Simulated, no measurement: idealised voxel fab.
This is a process module. Its name is voxel ribs on slabs.
Cross-section cut spans 155 nm and uses square cells 5 nm in size.
Heads up, the way a cross-section reads in here is a grid of square cells, handed over as bands from the top down, with every band being one or more rows of cells.
Band entry format. Leading values: height of top, height of bottom, nm. Remainder: materials in left-to-right order, each with its width in nm. Special words: "all across" on a single material, which then fills the band edge to edge; "blank", empty space.
Heads up on the height convention: 0 is the point under which the incoming wafer is all one material, and the lowest band has no bottom, it just keeps going down, like "0 and below".
Width spec "30..40" -> top row of cells at first value, bottom row at second value, equal per-row change in between.
"no modifications" (step): cross-section cells unchanged, all of them.
Look at "Cavities, closed" for the closed voids: empty spaces with no open path to the top, sized 8 cells or up. Each is width x height at distance, distance from the left edge, all nm.
Post-settings text on a step line: simulator's own remark regarding the step.
The setting "overlay nm" may be written on the line of a step. When the step uses a mask, the value reports how far to the right of the planned place the mask lay, and a negative value reports that it lay to the left.
**Steps in the process plan**
1. RECEIVE | material Si
2. DIRECTIONAL_DEP | material SiO2 | thk nm 20
3. DIRECTIONAL_DEP | material polySi | thk nm 25
4. MASKED_ETCH | tone cover | mask id RIB | width nm 20 | etch materials polySi | depth nm 20 | overlay nm 0
5. MASKED_ETCH | tone cover | mask id SLAB | width nm 70 | etch materials polySi | depth nm 5 | overlay nm 0
6. FILL_DEP | material SiO2 | thk nm 20
7. CMP | height nm 55
8. DIRECTIONAL_DEP | material TiN | thk nm 10
9. PATTERN | tone cover | mask id HEATER | material resist | width nm 30 | thk nm 20 | overlay nm 0
10. DIRECTIONAL_ETCH | etch materials TiN | depth nm 10
11. STRIP | etch materials resist
12. CONFORMAL_DEP | material SiO2 | thk nm 5
**Incoming wafer in cross-section (state: after step 1)**
- 0 and below: Si all across
- Cavities, closed: none
**First wafer of two, sectioned at end of module; run went per plan**
- 70 down to 65: blank: 55, SiO2: 40, blank: 60
- 65 down to 60: blank: 55, SiO2: 5, TiN: 30, SiO2: 5, blank: 60
- 60 down to 55: SiO2: 60, TiN: 30, SiO2: 65
- 55 down to 45: SiO2 all across
- 45 down to 25: SiO2: 65, polySi: 20, SiO2: 70
- 25 down to 20: SiO2: 40, polySi: 70, SiO2: 45
- 20 down to 0: SiO2 all across
- 0 and below: Si all across
- Cavities, closed: none
**Same start, same plan as the first wafer - but one mistake in the run. Cross-section of the second of the two at the end of the module**
- 70 down to 65: blank: 55, SiO2: 40, blank: 60
- 65 down to 60: SiO2: 60, TiN: 30, SiO2: 65
- 60 down to 55: TiN all across
- 55 down to 45: SiO2 all across
- 45 down to 25: SiO2: 65, polySi: 20, SiO2: 70
- 25 down to 20: SiO2: 40, polySi: 70, SiO2: 45
- 20 down to 0: SiO2 all across
- 0 and below: Si all across
- Cavities, closed: none
Where did the run depart from the plan? step 10 was not run as planned; what actually ran was DIRECTIONAL_ETCH | etch materials TiN | depth nm 5
Final comparison by cell count, materials where the second wafer has more or fewer than the first: -2 SiO2, +25 TiN
